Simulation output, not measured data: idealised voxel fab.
Herein follows the process module entitled voxel transistor to metal.
Square cells of 5 nm make up the cross-section cut, whose width is 170 nm.
Square cells in a grid make up a cross-section in this document, and the grid is given as bands, listed from the top down, each one or more rows of cells. Read a band's entry like this: the first values are the height of its top and the height of its bottom in nm, and what follows is the sequence of materials from left to right, each with its width in nm. Note that "air" is empty space, and that a single material marked "full width" reaches across the band from edge to edge. Heights are expressed relative to 0, this being the level below which the as-received wafer comprises one material exclusively. The lowest band is unbounded in the downward direction and is denoted as in "top 0, no bottom". With a width like "30->40", each row of cells in the band differs from the next by the same amount, the top row carrying the first number and the bottom row the second. Where the words "nothing changed" appear for a step, the cross-section shows no cell changed by that step; every cell remained as before. Closed-off voids of 8+ cells (no open route to the top) go in "Fully sealed voids", written width x height at distance from the left edge, in nm. What comes after the settings on a step's line is commentary from the simulator itself on that step. On any step carrying a mask, the "overlay nm" setting, if present on the step's line, tells how far right of its planned place the mask lay; negative values point to the left.
### These are the steps we planned for the process
1. RECEIVE (material Si)
2. CONFORMAL_DEP (material SiO2; thk nm 5)
3. CONFORMAL_DEP (material SiN; thk nm 15)
4. MASKED_ETCH (tone cover; mask id ACTIVE; width nm 95; etch materials SiN; depth nm 15; overlay nm 0)
5. MASKED_ETCH (tone cover; mask id ACTIVE; width nm 95; etch materials SiO2; depth nm 5; overlay nm 0)
6. MASKED_ETCH (tone cover; mask id ACTIVE; width nm 95; etch materials Si; depth nm 20; overlay nm 0)
7. OXIDIZE (depth nm 5)
8. FILL_DEP (material SiO2; thk nm 15)
9. CMP (height nm 20)
10. SELECTIVE_ETCH (etch materials SiO2; depth nm 10)
11. STRIP (etch materials SiN)
12. SELECTIVE_ETCH (etch materials SiO2; depth nm 5)
13. OXIDIZE (depth nm 5)
14. DIRECTIONAL_DEP (material polySi; thk nm 30)
15. DIRECTIONAL_DEP (material SiCN; thk nm 10)
16. PATTERN (tone cover; mask id GATE; material resist; width nm 15; thk nm 20; overlay nm 0)
17. DIRECTIONAL_ETCH (etch materials SiCN; depth nm 20)
18. DIRECTIONAL_ETCH (etch materials polySi; depth nm 40)
19. STRIP (etch materials resist)
20. CONFORMAL_DEP (material SiN; thk nm 10)
21. DIRECTIONAL_ETCH (etch materials SiN; depth nm 10)
22. DIRECTIONAL_ETCH (etch materials SiO2; depth nm 5)
23. DIRECTIONAL_ETCH (etch materials Si; depth nm 5)
24. EPI (material pSi; thk nm 10)
25. FILL_DEP (material SiO2; thk nm 5)
26. CMP (height nm 40)
27. DIRECTIONAL_DEP (material SiO2; thk nm 15)
28. MASKED_ETCH (tone open; mask id CONTACT; width nm 15; pitch nm 60; etch materials SiO2; depth nm 55; overlay nm 0)
29. CONFORMAL_DEP (material TiN; thk nm 5)
30. FILL_DEP (material Ru; thk nm 10)
31. CMP (height nm 55)
32. CONFORMAL_DEP (material SiN; thk nm 5)
33. DIRECTIONAL_DEP (material SiO2; thk nm 25)
34. PATTERN (tone open; mask id METAL_1; material resist; width nm 15; pitch nm 60; thk nm 15; overlay nm 0)
35. DIRECTIONAL_ETCH (etch materials SiO2; depth nm 25)
36. DIRECTIONAL_ETCH (etch materials SiN; depth nm 5)
37. STRIP (etch materials resist)
38. CONFORMAL_DEP (material TiN; thk nm 5)
39. FILL_DEP (material Cu; thk nm 5)
40. CMP (height nm 85)
41. CONFORMAL_DEP (material SiCN; thk nm 5)
### Incoming wafer, cross-sectional view, post step 1
- top 0, no bottom  Si full width
- Fully sealed voids: none
### first wafer at the end, as planned
- top 90, bottom 85  SiCN full width
- top 85, bottom 60  SiO2=45 | TiN=5 | Cu=5 | TiN=5 | SiO2=45 | TiN=5 | Cu=5 | TiN=5 | SiO2=50
- top 60, bottom 55  SiN=45 | TiN=15 | SiN=45 | TiN=15 | SiN=50
- top 55, bottom 40  SiO2=45 | TiN=5 | Ru=5 | TiN=5 | SiO2=45 | TiN=5 | Ru=5 | TiN=5 | SiO2=50
- top 40, bottom 30  SiO2=45 | TiN=5 | Ru=5 | TiN=5 | SiO2=5 | SiN=10 | SiCN=15 | SiN=10 | SiO2=5 | TiN=5 | Ru=5 | TiN=5 | SiO2=50
- top 30, bottom 10  SiO2=45 | TiN=5 | Ru=5 | TiN=5 | SiO2=5 | SiN=10 | polySi=15 | SiN=10 | SiO2=5 | TiN=5 | Ru=5 | TiN=5 | SiO2=50
- top 10, bottom 5  SiO2=45 | TiN=15 | SiO2=5 | SiN=10 | polySi=15 | SiN=10 | SiO2=5 | TiN=15 | SiO2=50
- top 5, bottom 0  SiO2=30 | SiN=10 | SiO2=5 | TiN=10 | pSi=10 | SiN=10 | polySi=15 | SiN=10 | pSi=10 | TiN=10 | SiO2=5 | SiN=10 | SiO2=35
- top 0, bottom -5  SiO2=40 | pSi=25 | SiO2=35 | pSi=25 | SiO2=45
- top -5, bottom -10  SiO2=40 | pSi=25 | Si=35 | pSi=25 | SiO2=45
- top -10, bottom -25  SiO2=40 | Si=85 | SiO2=45
- top -25, no bottom  Si full width
- Fully sealed voids: none
### Wafer two, sectioned after the module: the first wafer's start, the first wafer's plan, and one mistake in how it was run
- top 90, bottom 85  SiCN full width
- top 85, bottom 60  SiO2=45 | TiN=5 | Cu=5 | TiN=5 | SiO2=45 | TiN=5 | Cu=5 | TiN=5 | SiO2=50
- top 60, bottom 55  SiN=45 | TiN=15 | SiN=45 | TiN=15 | SiN=50
- top 55, bottom 40  SiO2=45 | TiN=5 | Ru=5 | TiN=5 | SiO2=45 | TiN=5 | Ru=5 | TiN=5 | SiO2=50
- top 40, bottom 30  SiO2=45 | TiN=5 | Ru=5 | TiN=5 | SiO2=5 | SiN=10 | SiCN=15 | SiN=10 | SiO2=5 | TiN=5 | Ru=5 | TiN=5 | SiO2=50
- top 30, bottom 5  SiO2=45 | TiN=5 | Ru=5 | TiN=5 | SiO2=5 | SiN=10 | polySi=15 | SiN=10 | SiO2=5 | TiN=5 | Ru=5 | TiN=5 | SiO2=50
- top 5, bottom 0  SiO2=30 | SiN=10 | SiO2=5 | TiN=15 | SiO2=5 | SiN=10 | polySi=15 | SiN=10 | SiO2=5 | TiN=15 | SiO2=5 | SiN=10 | SiO2=35
- top 0, bottom -5  SiO2=40 | pSi=25 | SiO2=35 | pSi=25 | SiO2=45
- top -5, bottom -25  SiO2=40 | Si=85 | SiO2=45
- top -25, no bottom  Si full width
- Fully sealed voids: none
What went wrong in running the wafer? steps 23 and 24 of the plan were each performed in the slot designated for the other
Final tally in cells, some materials are higher or lower on the second wafer than on the first: Ru +2; Si +10; SiO2 +2; pSi -14
